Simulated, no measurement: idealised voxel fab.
The name of this process module is voxel tone inversion.
Shown is cross-section cut, with a width of 295 nm and square cells of size 5 nm.
Format of a cross-section: grid, square cells. Given as bands. Order: top down. Band: one or more rows of cells.
Per band: top height and bottom height in nm, followed by the left-to-right materials and their widths in nm; "throughout" marks a single material spanning edge to edge, "empty" marks empty space.
Heads up on the height convention: 0 is the point under which the incoming wafer is all one material, and the lowest band has no bottom, it just keeps going down, like "0..down".
The width entry "30 to 40" should be interpreted row by row: the top row of cells in the band takes the first number, the bottom row takes the second number, and the change between adjacent rows is uniform throughout.
Take "no modifications" at face value: in the step it is given for, the cross-section changed in none of its cells.
Each empty space that has no open way to the top and spans at least 8 cells appears under "Sealed cavities" as width x height at distance, the distance counted from the left edge, all in nm.
after a step's settings: what the simulator itself notes on the step
overlay nm: how far to the right of its planned place the mask lay on this masked step (negative: to the left).
# Here's what the planned process steps look like
1) RECEIVE, material Si
2) CONFORMAL_DEP, material SiN, thk nm 5
3) DIRECTIONAL_DEP, material aC, thk nm 20
4) PATTERN, tone cover, mask id POSTS, material resist, width nm 25, pitch nm 50, thk nm 30, overlay nm -15
5) DIRECTIONAL_ETCH, etch materials aC, depth nm 20
6) STRIP, etch materials resist
7) FILL_DEP, material SiO2, thk nm 5
8) CMP, height nm 25
9) STRIP, etch materials aC
The wafers in this document start out alike and differ in the overlay nm applied at step 4; the plan shows the value used for the first wafer.
# The first of several wafers as received, shown in cross-section; this is its state after step 1
* 0..down | Si throughout
* Sealed cavities: none
# Take a look at the first of several wafers in cross-section: the module is done, and step 9 was its last step
* 25..5 | SiO2: 45, empty: 25, SiO2: 25, empty: 25, SiO2: 25, empty: 25, SiO2: 25, empty: 25, SiO2: 75
* 5..0 | SiN throughout
* 0..down | Si throughout
* Sealed cavities: none
# Final wafer cross-section at module end
* 25..5 | SiO2: 75, empty: 25, SiO2: 25, empty: 25, SiO2: 25, empty: 25, SiO2: 25, empty: 25, SiO2: 45
* 5..0 | SiN throughout
* 0..down | Si throughout
* Sealed cavities: none
# End of module, by wafer: material-by-material cell gain (+) or loss (-) since receipt, then closed voids
overlay nm -15; +59 SiN; +156 SiO2; Sealed cavities: none
overlay nm -10; +59 SiN; +156 SiO2; Sealed cavities: none
overlay nm -5; +59 SiN; +156 SiO2; Sealed cavities: none
overlay nm 0; +59 SiN; +156 SiO2; Sealed cavities: none
overlay nm 5; +59 SiN; +156 SiO2; Sealed cavities: none
overlay nm 10; +59 SiN; +156 SiO2; Sealed cavities: none
overlay nm 15; +59 SiN; +156 SiO2; Sealed cavities: none
